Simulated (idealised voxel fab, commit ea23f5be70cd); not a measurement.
process module | voxel lift off
cross-section cut | 220 nm wide | cells 5 nm
A cross-section is a grid of square cells, given in bands from the top down. A band is one or more rows of cells.
Each band's line starts with the height of the band's top and of its bottom, in nm. Then come its materials from left to right, each with its width in nm. One material with "throughout" fills the band from edge to edge. "air" is empty space.
Height 0 is the level under which the wafer as received is all one material. The lowest band goes on downwards, as in "0 down".
A width such as "30 to 40" changes by the same amount from each row of cells to the next, from the band's top row to its bottom row.
"no change" after a step means that no cell of the cross-section changed.
closed voids: empty space of 8 cells or more with no open way to the top, each as width x height at its distance from the left edge, in nm
after a step's settings: what the simulator itself notes on the step
overlay nm, on a step with a mask: how far to the right of its planned place the mask lay; to the left if negative
plan
1 op RECEIVE | material Si
2 op CONFORMAL_DEP | material SiO2 | thk nm 10
3 op PATTERN | tone open | mask id LINES | material resist | width nm 30 | pitch nm 50 | thk nm 25 | overlay nm 0
4 op DIRECTIONAL_DEP | material Ru | thk nm 15
5 op STRIP | etch materials resist
6 op CONFORMAL_DEP | material SiO2 | thk nm 5
as received, after step 1
  0 down: Si throughout
  closed voids: none
first wafer at the end, as planned
  30 to 25: air 65 | SiO2 40 | air 10 | SiO2 40 | air 65
  25 to 15: air 65 | SiO2 5 | Ru 30 | SiO2 5 | air 10 | SiO2 5 | Ru 30 | SiO2 5 | air 65
  15 to 10: SiO2 70 | Ru 30 | SiO2 20 | Ru 30 | SiO2 70
  10 to 0: SiO2 throughout
  0 down: Si throughout
  closed voids: none
second wafer at the end: like start, like plan, one mistake
  30 to 25: air 70 | SiO2 30 | air 20 | SiO2 30 | air 70
  25 to 15: air 70 | SiO2 5 | Ru 20 | SiO2 5 | air 20 | SiO2 5 | Ru 20 | SiO2 5 | air 70
  15 to 10: SiO2 75 | Ru 20 | SiO2 30 | Ru 20 | SiO2 75
  10 to 0: SiO2 throughout
  0 down: Si throughout
  closed voids: none
what went wrong: step 3 ran as: op PATTERN | tone open | mask id LINES | material resist | width nm 20 | pitch nm 50 | thk nm 25 | overlay nm 0
at the end the second wafer has, in cells: 12 fewer of Ru
